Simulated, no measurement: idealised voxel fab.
Herein follows the process module entitled voxel ribs on slabs.
Cross-section cut spans 155 nm and uses square cells 5 nm in size.
In what follows, cross-sections appear as grids of square cells, described through bands that run from the top down, where every band is one or more rows of cells.
For a band, the entry starts with two heights in nm, that of the top and then that of the bottom, and carries on with the band's materials in order from left to right, each alongside its width in nm; the word "full width" beside a single material means it fills the band edge to edge, and "air" means empty space.
A quick word on heights: they are counted from 0, and under that level the wafer as it came to us is one material throughout. The lowest band is different from the rest in having no bottom; it simply continues downward, written as in "top 0, no bottom".
The width entry "30->40" should be interpreted row by row: the top row of cells in the band takes the first number, the bottom row takes the second number, and the change between adjacent rows is uniform throughout.
Where a step carries "same as before", the cross-section came out of it unchanged, cell for cell.
The list in "Entrapped voids" covers empty spaces of 8 cells or more that cannot reach the top through any open way, and it gives each as width x height at distance; the distance is from the left edge, and width, height and distance are in nm.
Anything after a step's settings on that line? It's the simulator's own note about the step.
overlay nm: step with mask; distance mask lay right of planned place; negative value = left of planned place.

**The following list gives the planned process steps**
step 1: RECEIVE with material Si
step 2: DIRECTIONAL_DEP with material SiO2, thk nm 30
step 3: DIRECTIONAL_DEP with material polySi, thk nm 20
step 4: PATTERN with tone cover, mask id RIB, material resist, width nm 15, thk nm 15, overlay nm 0
step 5: DIRECTIONAL_ETCH with etch materials polySi, depth nm 10
step 6: STRIP with etch materials resist
step 7: DIRECTIONAL_DEP with material aC, thk nm 15
step 8: PATTERN with tone cover, mask id SLAB, material resist, width nm 75, thk nm 35, overlay nm 0
step 9: DIRECTIONAL_ETCH with etch materials aC, depth nm 15
step 10: STRIP with etch materials resist
step 11: DIRECTIONAL_ETCH with etch materials polySi, depth nm 10
step 12: STRIP with etch materials aC
step 13: FILL_DEP with material SiO2, thk nm 25
step 14: CMP with height nm 65
step 15: DIRECTIONAL_DEP with material W, thk nm 10
step 16: PATTERN with tone cover, mask id HEATER, material resist, width nm 25, thk nm 15, overlay nm 0
step 17: DIRECTIONAL_ETCH with etch materials W, depth nm 10
step 18: STRIP with etch materials resist
step 19: CONFORMAL_DEP with material SiO2, thk nm 5

**Cross-section of the wafer as it came to us, i.e., already through step 1**
* top 0, no bottom  Si full width
* Entrapped voids: none

**The first of two wafers, cross-sectioned at the end of the module, with the run proceeding as planned**
* top 80, bottom 75  air=60, SiO2=35, air=60
* top 75, bottom 70  air=60, SiO2=5, W=25, SiO2=5, air=60
* top 70, bottom 65  SiO2=65, W=25, SiO2=65
* top 65, bottom 50  SiO2 full width
* top 50, bottom 40  SiO2=70, polySi=15, SiO2=70
* top 40, bottom 30  SiO2=40, polySi=75, SiO2=40
* top 30, bottom 0  SiO2 full width
* top 0, no bottom  Si full width
* Entrapped voids: none

**Cross-sectional view of the second of two wafers upon completion of the module. This wafer shared its starting condition and process plan with the first; one error was made during its execution**
* top 75, bottom 65  air=65, W=25, air=65
* top 65, bottom 50  SiO2 full width
* top 50, bottom 40  SiO2=70, polySi=15, SiO2=70
* top 40, bottom 30  SiO2=40, polySi=75, SiO2=40
* top 30, bottom 0  SiO2 full width
* top 0, no bottom  Si full width
* Entrapped voids: none
Where did the run depart from the plan? no execution of plan step 19; skipped
End of process, cell counts, second wafer against first, materials with more or fewer: 35 fewer of SiO2
